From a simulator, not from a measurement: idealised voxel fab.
Process module heading - voxel ribs on slabs
Cross-section cut spans 215 nm and uses square cells 5 nm in size.
A cross-section is a grid of square cells, given in bands from the top down. A band is one or more rows of cells. What a band's entry tells you: where the top is and where the bottom is, as heights in nm, and after that what lies inside, material by material from left to right, each with its width in nm. Empty space is written as the word "air", and a single material marked with the word "throughout" occupies the band from edge to edge. Heights are measured from 0, the level below which the as-received wafer is all one material; the lowest band has no bottom and continues downward, written as in "0 down". The two numbers in a width such as "30 to 40" mark its ends across the band: the first belongs to the top row of cells, the second to the bottom row, and from each row to the next the width moves by the same amount. When a step is marked "no modification", none of the cells in the cross-section changed during that step. Entry "closed voids". Content: empty spaces with no open connection to the top, size 8 cells or greater. Each: width x height at distance. Distance: from left edge. Unit: nm. Where a step's line continues beyond its settings, the continuation is a remark by the simulator itself on that step. Steps that use a mask can have "overlay nm" on their line. It says how far the mask sat to the right of where it was meant to be. Negative means to the left.
## plan
1,RECEIVE [material Si]
2,DIRECTIONAL_DEP [material SiO2] [thk nm 20]
3,DIRECTIONAL_DEP [material SiN] [thk nm 25]
4,MASKED_ETCH [tone cover] [mask id RIB] [width nm 30] [etch materials SiN] [depth nm 10] [overlay nm 0]
5,MASKED_ETCH [tone cover] [mask id SLAB] [width nm 70] [etch materials SiN] [depth nm 15] [overlay nm 0]
6,FILL_DEP [material SiO2] [thk nm 20]
7,CMP [height nm 55]
8,DIRECTIONAL_DEP [material W] [thk nm 5]
9,MASKED_ETCH [tone cover] [mask id HEATER] [width nm 40] [etch materials W] [depth nm 5] [overlay nm 0]
10,CONFORMAL_DEP [material SiO2] [thk nm 5]
## What follows covers the first of two wafers; it ran as planned
## as received, after step 1
    0 down  Si throughout
    closed voids: none
## Upon completion of step 2, the wafer appears in cross-section as shown
    20 to 0  SiO2 throughout
    Below 0, no change.
## Upon completion of step 3, the wafer appears in cross-section as shown
    45 to 20  SiN throughout
    Below 20, no change.
## Upon completion of step 4, the wafer appears in cross-section as shown
    45 to 35  air=90 / SiN=30 / air=95
    Below 35, no change.
## Upon completion of step 5, the wafer appears in cross-section as shown
    45 to 35  air=90 / SiN=30 / air=95
    35 to 20  air=70 / SiN=70 / air=75
    Below 20, no change.
## Upon completion of step 6, the wafer appears in cross-section as shown
    65 to 45  SiO2 throughout
    45 to 35  SiO2=90 / SiN=30 / SiO2=95
    35 to 20  SiO2=70 / SiN=70 / SiO2=75
    Below 20, no change.
## Upon completion of step 7, the wafer appears in cross-section as shown
    55 to 45  SiO2 throughout
    Below 45, no change.
## Upon completion of step 8, the wafer appears in cross-section as shown
    60 to 55  W throughout
    Below 55, no change.
## Upon completion of step 9, the wafer appears in cross-section as shown
    60 to 55  air=85 / W=40 / air=90
    Below 55, no change.
## Upon completion of step 10, the wafer appears in cross-section as shown
    65 to 60  air=80 / SiO2=50 / air=85
    60 to 55  SiO2=85 / W=40 / SiO2=90
    Below 55, no change.
## Wafer two. Same start, same plan, one slip in execution. Same as wafer one through step 3, inclusive
## Second wafer, cross-section, planned end of step 4
    45 to 35  air=90 / SiN=35 / air=90
    Below 35, no change.
## Second wafer, cross-section, planned end of step 5
    45 to 35  air=90 / SiN=35 / air=90
    35 to 20  air=70 / SiN=70 / air=75
    Below 20, no change.
## Second wafer, cross-section, planned end of step 6
    65 to 45  SiO2 throughout
    45 to 35  SiO2=90 / SiN=35 / SiO2=90
    35 to 20  SiO2=70 / SiN=70 / SiO2=75
    Below 20, no change.
## Second wafer, cross-section, planned end of step 7
    55 to 45  SiO2 throughout
    Below 45, no change.
## Second wafer, cross-section, planned end of step 8
    60 to 55  W throughout
    Below 55, no change.
## Second wafer, cross-section, planned end of step 9
    60 to 55  air=85 / W=40 / air=90
    Below 55, no change.
## Second wafer, cross-section, planned end of step 10
    65 to 60  air=80 / SiO2=50 / air=85
    60 to 55  SiO2=85 / W=40 / SiO2=90
    Below 55, no change.
Here's what went sideways: step 4, actual vs plan mismatch, actual run MASKED_ETCH [tone cover] [mask id RIB] [width nm 35] [etch materials SiN] [depth nm 10] [overlay nm 0]
at the end the second wafer has, in cells: 2 more of SiN; 2 fewer of SiO2
